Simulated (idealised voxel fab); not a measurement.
Process module in this document: voxel lift off
Each square cell in cross-section cut measures 5 nm, and the section as a whole is 180 nm wide.
If you're reading a cross-section in this doc, picture square cells in a grid; it comes to you as bands, top ones listed first down to the bottom, and a band can be one or more rows of cells.
The band entry comprises the height of the band's top followed by the height of its bottom, expressed in nm, and subsequently the band's materials from left to right, each stated together with its width in nm. Where a single material is marked with the word "all across", that material fills the band from edge to edge. The word "empty" represents empty space.
Basically, 0 is our baseline, since under it the wafer straight out of the box is all one material. The bottom band has no lower end and keeps on going down, so it looks like "0 -> down".
So if you see something like "30->40" for the width, read it as the top row of the band sitting at the first number and the bottom row at the second, with every row in between moving by the same amount as the last.
Where a step carries "no alteration", the cross-section came out of it unchanged, cell for cell.
"Trapped voids": empty spaces of 8 cells or more with no open way to the top, each given as width x height at distance, distance from the left edge, all in nm.
Where a step's line continues beyond its settings, the continuation is a remark by the simulator itself on that step.
overlay nm: how far to the right of its planned place the mask lay on this masked step (negative: to the left).
-- This section lists the process steps that were planned
1. RECEIVE,material Si
2. CONFORMAL_DEP,material SiO2,thk nm 10
3. PATTERN,tone open,mask id LINES,material resist,width nm 15,pitch nm 35,thk nm 15,overlay nm 0
4. DIRECTIONAL_DEP,material Ru,thk nm 5
5. STRIP,etch materials resist
6. CONFORMAL_DEP,material SiO2,thk nm 10
-- Cross-section of the wafer at receipt, which is the condition after step 1
- 0 -> down  Si all across
- Trapped voids: none
-- Wafer cross-section at module end: first of two, run to plan
- 25 -> 20  empty 35 nm, SiO2 105 nm, empty 40 nm
- 20 -> 15  SiO2 all across
- 15 -> 10  SiO2 45 nm, Ru 15 nm, SiO2 20 nm, Ru 15 nm, SiO2 20 nm, Ru 15 nm, SiO2 50 nm
- 10 -> 0  SiO2 all across
- 0 -> down  Si all across
- Trapped voids: none
-- Here's the second of our two wafers sectioned at module end. Same start as the first, same plan, but one mistake got made running it
- 25 -> 20  empty 25 nm, SiO2 105 nm, empty 50 nm
- 20 -> 15  SiO2 all across
- 15 -> 10  SiO2 35 nm, Ru 15 nm, SiO2 20 nm, Ru 15 nm, SiO2 20 nm, Ru 15 nm, SiO2 60 nm
- 10 -> 0  SiO2 all across
- 0 -> down  Si all across
- Trapped voids: none
The mistake made against the process plan was this: step 3 off recipe, ran as PATTERN,tone open,mask id LINES,material resist,width nm 15,pitch nm 35,thk nm 15,overlay nm -10
End check, second vs first wafer: material counts in cells match, positions do not.
